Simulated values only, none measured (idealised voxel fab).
process module | voxel gate over fins
cross-section cut | 235 nm wide | cells 5 nm
A cross-section is a grid of square cells, given in bands from the top down. A band is one or more rows of cells.
Each band's line starts with the height of the band's top and of its bottom, in nm. Then come its materials from left to right, each with its width in nm. One material with "throughout" fills the band from edge to edge. "air" is empty space.
Height 0 is the level under which the wafer as received is all one material. The lowest band goes on downwards, as in "0 down".
A width such as "30 to 40" changes by the same amount from each row of cells to the next, from the band's top row to its bottom row.
"no change" after a step means that no cell of the cross-section changed.
closed voids: empty space of 8 cells or more with no open way to the top, each as width x height at its distance from the left edge, in nm
after a step's settings: what the simulator itself notes on the step
overlay nm, on a step with a mask: how far to the right of its planned place the mask lay; to the left if negative
plan
1 op RECEIVE | material Si
2 op CONFORMAL_DEP | material SiN | thk nm 10
3 op DIRECTIONAL_DEP | material aC | thk nm 10
4 op PATTERN | tone cover | mask id FINS | material resist | width nm 15 | pitch nm 50 | thk nm 25 | overlay nm 0
5 op DIRECTIONAL_ETCH | etch materials aC | depth nm 10
6 op STRIP | etch materials resist
7 op DIRECTIONAL_ETCH | etch materials SiN | depth nm 10
8 op DIRECTIONAL_ETCH | etch materials Si | depth nm 35
9 op STRIP | etch materials aC
10 op OXIDIZE | depth nm 5
11 op FILL_DEP | material SiO2 | thk nm 10
12 op CMP | height nm 10
13 op DIRECTIONAL_DEP | material aC | thk nm 10
14 op PATTERN | tone open | mask id RAIL | material resist | width nm 15 | thk nm 30 | overlay nm 0
15 op DIRECTIONAL_ETCH | etch materials aC | depth nm 10
16 op STRIP | etch materials resist
17 op DIRECTIONAL_ETCH | etch materials SiO2 | depth nm 40
18 op STRIP | etch materials aC
19 op CONFORMAL_DEP | material TiN | thk nm 5
20 op FILL_DEP | material Ru | thk nm 5
21 op CMP | height nm 10
22 op SELECTIVE_ETCH | etch materials W Ru TiN | depth nm 35
23 op FILL_DEP | material SiO2 | thk nm 5
24 op CMP | height nm 10
25 op SELECTIVE_ETCH | etch materials SiO2 | depth nm 25
26 op STRIP | etch materials SiN
27 op CONFORMAL_DEP | material HfO2 | thk nm 5
28 op CONFORMAL_DEP | material TiN | thk nm 5
29 op CONFORMAL_DEP | material TiAl | thk nm 5
30 op CONFORMAL_DEP | material TiN | thk nm 5
31 op FILL_DEP | material W | thk nm 10
32 op CMP | height nm 25
33 op CONFORMAL_DEP | material SiN | thk nm 10
as received, after step 1
  0 down: Si throughout
  closed voids: none
first wafer at the end, as planned
  35 to 25: SiN throughout
  25 to 20: W throughout
  20 to 15: W 20 | TiN 45 | W 5 | TiN 45 | W 5 | TiN 45 | W 5 | TiN 45 | W 20
  15 to 10: W 20 | TiN 5 | TiAl 35 | TiN 5 | W 5 | TiN 5 | TiAl 35 | TiN 5 | W 5 | TiN 5 | TiAl 35 | TiN 5 | W 5 | TiN 5 | TiAl 35 | TiN 5 | W 20
  10 to 5: W 20 | TiN 5 | TiAl 5 | TiN 25 | TiAl 5 | TiN 5 | W 5 | TiN 5 | TiAl 5 | TiN 25 | TiAl 5 | TiN 5 | W 5 | TiN 5 | TiAl 5 | TiN 25 | TiAl 5 | TiN 5 | W 5 | TiN 5 | TiAl 5 | TiN 25 | TiAl 5 | TiN 5 | W 20
  5 to 0: TiN 25 | TiAl 5 | TiN 5 | HfO2 15 | TiN 5 | TiAl 5 | TiN 15 | TiAl 5 | TiN 5 | HfO2 15 | TiN 5 | TiAl 5 | TiN 15 | TiAl 5 | TiN 5 | HfO2 15 | TiN 5 | TiAl 5 | TiN 15 | TiAl 5 | TiN 5 | HfO2 15 | TiN 5 | TiAl 5 | TiN 25
  0 to -5: TiAl 30 | TiN 5 | HfO2 5 | Si 5 | HfO2 5 | TiN 5 | TiAl 25 | TiN 5 | HfO2 5 | Si 5 | HfO2 5 | TiN 5 | TiAl 25 | TiN 5 | HfO2 5 | Si 5 | HfO2 5 | TiN 5 | TiAl 25 | TiN 5 | HfO2 5 | Si 5 | HfO2 5 | TiN 5 | TiAl 30
  -5 to -10: TiN 35 | HfO2 5 | Si 5 | HfO2 5 | TiN 35 | HfO2 5 | Si 5 | HfO2 5 | TiN 35 | HfO2 5 | Si 5 | HfO2 5 | TiN 35 | HfO2 5 | Si 5 | HfO2 5 | TiN 35
  -10 to -15: HfO2 40 | Si 5 | HfO2 45 | Si 5 | HfO2 45 | Si 5 | HfO2 45 | Si 5 | HfO2 40
  -15 to -25: SiO2 40 | Si 5 | SiO2 45 | Si 5 | SiO2 45 | Si 5 | SiO2 45 | Si 5 | SiO2 40
  -25 to -30: SiO2 40 | Si 5 | SiO2 15 | TiN 15 | SiO2 15 | Si 5 | SiO2 45 | Si 5 | SiO2 45 | Si 5 | SiO2 40
  -30 to -40: SiO2 40 | Si 5 | SiO2 45 | Si 5 | SiO2 45 | Si 5 | SiO2 45 | Si 5 | SiO2 40
  -40 down: Si throughout
  closed voids: none
second wafer at the end: like start, like plan, one mistake
  35 to 25: SiN throughout
  25 to 20: W throughout
  20 to 15: W 20 | TiN 45 | W 5 | TiN 45 | W 5 | TiN 45 | W 5 | TiN 45 | W 20
  15 to 10: W 20 | TiN 5 | TiAl 35 | TiN 5 | W 5 | TiN 5 | TiAl 35 | TiN 5 | W 5 | TiN 5 | TiAl 35 | TiN 5 | W 5 | TiN 5 | TiAl 35 | TiN 5 | W 20
  10 to 5: W 20 | TiN 5 | TiAl 5 | TiN 25 | TiAl 5 | TiN 5 | W 5 | TiN 5 | TiAl 5 | TiN 25 | TiAl 5 | TiN 5 | W 5 | TiN 5 | TiAl 5 | TiN 25 | TiAl 5 | TiN 5 | W 5 | TiN 5 | TiAl 5 | TiN 25 | TiAl 5 | TiN 5 | W 20
  5 to 0: TiN 25 | TiAl 5 | TiN 5 | HfO2 15 | TiN 5 | TiAl 5 | TiN 15 | TiAl 5 | TiN 5 | HfO2 15 | TiN 5 | TiAl 5 | TiN 15 | TiAl 5 | TiN 5 | HfO2 15 | TiN 5 | TiAl 5 | TiN 15 | TiAl 5 | TiN 5 | HfO2 15 | TiN 5 | TiAl 5 | TiN 25
  0 to -5: TiAl 30 | TiN 5 | HfO2 5 | Si 5 | HfO2 5 | TiN 5 | TiAl 25 | TiN 5 | HfO2 5 | Si 5 | HfO2 5 | TiN 5 | TiAl 25 | TiN 5 | HfO2 5 | Si 5 | HfO2 5 | TiN 5 | TiAl 25 | TiN 5 | HfO2 5 | Si 5 | HfO2 5 | TiN 5 | TiAl 30
  -5 to -10: TiN 35 | HfO2 5 | Si 5 | HfO2 5 | TiN 35 | HfO2 5 | Si 5 | HfO2 5 | TiN 35 | HfO2 5 | Si 5 | HfO2 5 | TiN 35 | HfO2 5 | Si 5 | HfO2 5 | TiN 35
  -10 to -15: HfO2 40 | Si 5 | HfO2 45 | Si 5 | HfO2 45 | Si 5 | HfO2 45 | Si 5 | HfO2 40
  -15 to -25: SiO2 40 | Si 5 | SiO2 45 | Si 5 | SiO2 45 | Si 5 | SiO2 45 | Si 5 | SiO2 40
  -25 to -30: SiO2 40 | Si 5 | SiO2 25 | TiN 15 | SiO2 5 | Si 5 | SiO2 45 | Si 5 | SiO2 45 | Si 5 | SiO2 40
  -30 to -40: SiO2 40 | Si 5 | SiO2 45 | Si 5 | SiO2 45 | Si 5 | SiO2 45 | Si 5 | SiO2 40
  -40 down: Si throughout
  closed voids: none
what went wrong: step 14 ran as: op PATTERN | tone open | mask id RAIL | material resist | width nm 15 | thk nm 30 | overlay nm 10
at the end the second wafer has, in cells: as many of each material as the first, in other places
